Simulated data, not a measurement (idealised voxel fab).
voxel wiring stack: a process module
Cross-section cut: width 270 nm, square cells of 5 nm.
Bands, listed from the top down, are how a cross-section gets written in this document; the cross-section itself is a grid of square cells, and a band is one or more rows of them.
Read a band's entry like this: the first values are the height of its top and the height of its bottom in nm, and what follows is the sequence of materials from left to right, each with its width in nm. Note that "air" is empty space, and that a single material marked "all across" reaches across the band from edge to edge.
Height is counted from the level 0, under which the received wafer is composed throughout of one material. The lowest of the bands is not closed at the bottom but continues downward, in the notation "from 0 down".
With a width like "30->40", each row of cells in the band differs from the next by the same amount, the top row carrying the first number and the bottom row the second.
"nothing got changed" means the step left every cell of the cross-section as it was.
Listed in "Voids, sealed": every empty space of 8 or more cells without an open way to the top. Form: width x height at distance, the distance being from the left edge, all in nm.
Anything after a step's settings on that line? It's the simulator's own note about the step.
Among the settings permitted on a step's line is "overlay nm"; applied to a step with a mask, it specifies the extent to which the mask lay to the right of its planned position, whereas a negative figure signifies a position to the left.
# The steps planned for the process are as follows
1,RECEIVE,material Si
2,CONFORMAL_DEP,material SiO2,thk nm 10
3,DIRECTIONAL_DEP,material TiN,thk nm 5
4,DIRECTIONAL_DEP,material W,thk nm 25
5,DIRECTIONAL_DEP,material aC,thk nm 15
6,PATTERN,tone cover,mask id METAL_1,material resist,width nm 25,pitch nm 45,thk nm 30,overlay nm 0
7,DIRECTIONAL_ETCH,etch materials aC,depth nm 15
8,STRIP,etch materials resist
9,DIRECTIONAL_ETCH,etch materials W,depth nm 25
10,DIRECTIONAL_ETCH,etch materials TiN,depth nm 5
11,STRIP,etch materials aC
12,FILL_DEP,material lowk,thk nm 10
13,CMP,height nm 40
14,CONFORMAL_DEP,material SiCN,thk nm 5
15,DIRECTIONAL_DEP,material SiO2,thk nm 10
16,DIRECTIONAL_DEP,material aC,thk nm 10
17,PATTERN,tone open,mask id PLUG_1,material resist,width nm 15,thk nm 25,overlay nm 0
18,DIRECTIONAL_ETCH,etch materials aC,depth nm 10
19,STRIP,etch materials resist
20,DIRECTIONAL_ETCH,etch materials SiO2,depth nm 10
21,DIRECTIONAL_ETCH,etch materials SiCN,depth nm 5
22,STRIP,etch materials aC
23,EPI,material Ru,thk nm 10
24,EPI,material Ru,thk nm 5
25,CONFORMAL_DEP,material SiN,thk nm 5
26,DIRECTIONAL_DEP,material lowk,thk nm 25
27,DIRECTIONAL_DEP,material aC,thk nm 15
28,PATTERN,tone open,mask id METAL_2,material resist,width nm 25,pitch nm 45,thk nm 30,overlay nm 0
29,DIRECTIONAL_ETCH,etch materials aC,depth nm 15
30,STRIP,etch materials resist
31,DIRECTIONAL_ETCH,etch materials lowk,depth nm 25
32,DIRECTIONAL_ETCH,etch materials SiN,depth nm 5
33,STRIP,etch materials aC
34,CONFORMAL_DEP,material TiN,thk nm 5
35,FILL_DEP,material Ru,thk nm 5
36,CMP,height nm 85
37,CONFORMAL_DEP,material SiN,thk nm 5
# Wafer cross-section on receipt, i.e. after step 1
from 0 down: Si all across
Voids, sealed: none
# Look at the cross-section after the module: the wafer started out the way shown above and the plan was the one shown above, yet one mistake was made along the way
from 90 to 85: SiN all across
from 85 to 60: lowk 100 nm  TiN 5 nm  Ru 15 nm  TiN 5 nm  lowk 20 nm  TiN 5 nm  Ru 15 nm  TiN 5 nm  lowk 100 nm
from 60 to 55: SiN 100 nm  TiN 25 nm  SiN 20 nm  TiN 25 nm  SiN 100 nm
from 55 to 45: SiO2 95 nm  Ru 25 nm  SiO2 150 nm
from 45 to 40: SiCN 95 nm  Ru 25 nm  SiCN 150 nm
from 40 to 15: lowk 100 nm  W 25 nm  lowk 20 nm  W 25 nm  lowk 100 nm
from 15 to 10: lowk 100 nm  TiN 25 nm  lowk 20 nm  TiN 25 nm  lowk 100 nm
from 10 to 0: SiO2 all across
from 0 down: Si all across
Voids, sealed: none
Short version of what went wrong: step 17 ran differently from the plan; actual operation with settings: PATTERN,tone open,mask id PLUG_1,material resist,width nm 25,thk nm 25,overlay nm 0
